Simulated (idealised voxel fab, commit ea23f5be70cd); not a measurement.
The document below concerns the process module designated voxel spacer lines.
The cross-section on display is named cut; it measures 220 nm wide, and its cells are 5 nm squares.
A cross-section is a grid of square cells, given in bands from the top down. A band is one or more rows of cells. Band: top and bottom heights (nm) first, top before bottom; then materials from left to right, widths in nm. "full width" marks a sole material filling the band edge to edge. "empty" denotes empty space. A quick word on heights: they are counted from 0, and under that level the wafer as it came to us is one material throughout. The lowest band is different from the rest in having no bottom; it simply continues downward, written as in "z 0 and below". Width: "30 to 40" (first number = top row, second number = bottom row, same change from row to row of cells). "no alteration" after a step means that no cell of the cross-section changed. "Unvented voids" enumerates empty spaces isolated from the top, with no open way to it, that contain at least 8 cells, giving each as width x height at distance from the left edge, all three in nm. What comes after the settings on a step's line is commentary from the simulator itself on that step. You can add "overlay nm" to a step's line. For a step with a mask, it describes how far the mask lay to the right of its planned position, and a negative number describes a lay to the left.

**Intended process steps**
1) RECEIVE [material Si]
2) CONFORMAL_DEP [material Al2O3] [thk nm 5]
3) DIRECTIONAL_DEP [material W] [thk nm 10]
4) DIRECTIONAL_DEP [material aC] [thk nm 20]
5) PATTERN [tone cover] [mask id MANDREL] [material resist] [width nm 15] [pitch nm 60] [thk nm 30] [overlay nm 0]
6) DIRECTIONAL_ETCH [etch materials aC] [depth nm 20]
7) STRIP [etch materials resist]
8) CONFORMAL_DEP [material SiO2] [thk nm 15]
9) DIRECTIONAL_ETCH [etch materials SiO2] [depth nm 15]
10) STRIP [etch materials aC]
11) DIRECTIONAL_ETCH [etch materials W] [depth nm 10]
12) STRIP [etch materials SiO2]
13) FILL_DEP [material SiO2] [thk nm 10]
14) CMP [height nm 15]

**Cross-section of the incoming wafer, state after step 1**
> z 0 and below | Si full width
> Unvented voids: none

**The following cross-section depicts the wafer upon conclusion of the module. Processing commenced from the starting condition illustrated above and adhered to the plan illustrated above, save for one mistake in execution**
> z 15 to 5 | SiO2 (55) / W (15) / SiO2 (15) / W (15) / SiO2 (15) / W (15) / SiO2 (15) / W (15) / SiO2 (60)
> z 5 to 0 | aC full width
> z 0 and below | Si full width
> Unvented voids: none
In executing the process, a mistake was made relative to the plan: contrary to plan, step 2 was performed as CONFORMAL_DEP [material aC] [thk nm 5]
